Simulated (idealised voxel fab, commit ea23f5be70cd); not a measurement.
process module | voxel wiring stack
cross-section cut | 295 nm wide | cells 5 nm
A cross-section is a grid of square cells, given in bands from the top down. A band is one or more rows of cells.
Each band's line starts with the height of the band's top and of its bottom, in nm. Then come its materials from left to right, each with its width in nm. One material with "throughout" fills the band from edge to edge. "air" is empty space.
Height 0 is the level under which the wafer as received is all one material. The lowest band goes on downwards, as in "0 down".
A width such as "30 to 40" changes by the same amount from each row of cells to the next, from the band's top row to its bottom row.
"no change" after a step means that no cell of the cross-section changed.
closed voids: empty space of 8 cells or more with no open way to the top, each as width x height at its distance from the left edge, in nm
after a step's settings: what the simulator itself notes on the step
overlay nm, on a step with a mask: how far to the right of its planned place the mask lay; to the left if negative
plan
1 op RECEIVE | material Si
2 op CONFORMAL_DEP | material SiO2 | thk nm 10
3 op DIRECTIONAL_DEP | material TiN | thk nm 5
4 op DIRECTIONAL_DEP | material Ru | thk nm 15
5 op PATTERN | tone cover | mask id METAL_1 | material resist | width nm 20 | pitch nm 60 | thk nm 20 | overlay nm 0
6 op DIRECTIONAL_ETCH | etch materials Ru | depth nm 15
7 op DIRECTIONAL_ETCH | etch materials TiN | depth nm 5
8 op STRIP | etch materials resist
9 op FILL_DEP | material SiO2 | thk nm 5
10 op CMP | height nm 30
11 op CONFORMAL_DEP | material SiCN | thk nm 5
12 op DIRECTIONAL_DEP | material SiO2 | thk nm 20
13 op MASKED_ETCH | tone open | mask id PLUG_1 | width nm 15 | pitch nm 120 | etch materials SiO2 | depth nm 20 | overlay nm 0
14 op MASKED_ETCH | tone open | mask id PLUG_1 | width nm 15 | pitch nm 120 | etch materials SiCN | depth nm 5 | overlay nm 0
15 op EPI | material Ru | thk nm 10
16 op EPI | material Ru | thk nm 10
17 op EPI | material Ru | thk nm 5
18 op DIRECTIONAL_DEP | material TiN | thk nm 5
19 op DIRECTIONAL_DEP | material Ru | thk nm 25
20 op MASKED_ETCH | tone cover | mask id METAL_2 | width nm 30 | pitch nm 60 | etch materials Ru | depth nm 25 | overlay nm 0
21 op MASKED_ETCH | tone cover | mask id METAL_2 | width nm 30 | pitch nm 60 | etch materials TiN | depth nm 5 | overlay nm 0
22 op CONFORMAL_DEP | material SiCN | thk nm 5
23 op FILL_DEP | material SiO2 | thk nm 5
24 op CMP | height nm 85
25 op CONFORMAL_DEP | material SiCN | thk nm 5
varied across the wafers: width nm of step 5. The plan shows the first wafer's value. All wafers start alike
first wafer as received, after step 1
  0 down: Si throughout
  closed voids: none
first wafer at the end, after step 25
  90 to 85: SiCN throughout
  85 to 60: SiO2 35 | SiCN 5 | Ru 30 | SiCN 5 | SiO2 20 | SiCN 5 | Ru 30 | SiCN 5 | SiO2 20 | SiCN 5 | Ru 30 | SiCN 5 | SiO2 20 | SiCN 5 | Ru 30 | SiCN 5 | SiO2 40
  60 to 55: SiCN 40 | TiN 30 | SiCN 30 | TiN 30 | SiCN 30 | TiN 30 | SiCN 30 | TiN 30 | SiCN 45
  55 to 35: SiO2 40 | Ru 15 | SiO2 105 | Ru 15 | SiO2 120
  35 to 30: SiCN 40 | Ru 15 | SiCN 105 | Ru 15 | SiCN 120
  30 to 15: SiO2 45 | Ru 20 | SiO2 40 | Ru 20 | SiO2 40 | Ru 20 | SiO2 40 | Ru 20 | SiO2 50
  15 to 10: SiO2 45 | TiN 20 | SiO2 40 | TiN 20 | SiO2 40 | TiN 20 | SiO2 40 | TiN 20 | SiO2 50
  10 to 0: SiO2 throughout
  0 down: Si throughout
  closed voids: none
last wafer at the end
  90 to 85: SiCN throughout
  85 to 60: SiO2 35 | SiCN 5 | Ru 30 | SiCN 5 | SiO2 20 | SiCN 5 | Ru 30 | SiCN 5 | SiO2 20 | SiCN 5 | Ru 30 | SiCN 5 | SiO2 20 | SiCN 5 | Ru 30 | SiCN 5 | SiO2 40
  60 to 55: SiCN 40 | TiN 30 | SiCN 30 | TiN 30 | SiCN 30 | TiN 30 | SiCN 30 | TiN 30 | SiCN 45
  55 to 35: SiO2 40 | Ru 15 | SiO2 105 | Ru 15 | SiO2 120
  35 to 30: SiCN 40 | Ru 15 | SiCN 105 | Ru 15 | SiCN 120
  30 to 15: SiO2 35 | Ru 45 | SiO2 15 | Ru 45 | SiO2 15 | Ru 45 | SiO2 15 | Ru 45 | SiO2 35
  15 to 10: SiO2 35 | TiN 45 | SiO2 15 | TiN 45 | SiO2 15 | TiN 45 | SiO2 15 | TiN 45 | SiO2 35
  10 to 0: SiO2 throughout
  0 down: Si throughout
  closed voids: none
each wafer at the end: cells of each material gained (+) or lost (-) since it was received, then its closed voids
width nm 20 | +198 Ru | +187 SiCN | +637 SiO2 | +40 TiN | closed voids: none
width nm 25 | +210 Ru | +187 SiCN | +621 SiO2 | +44 TiN | closed voids: none
width nm 30 | +222 Ru | +187 SiCN | +605 SiO2 | +48 TiN | closed voids: none
width nm 35 | +234 Ru | +187 SiCN | +589 SiO2 | +52 TiN | closed voids: none
width nm 40 | +246 Ru | +187 SiCN | +573 SiO2 | +56 TiN | closed voids: none
width nm 45 | +258 Ru | +187 SiCN | +557 SiO2 | +60 TiN | closed voids: none
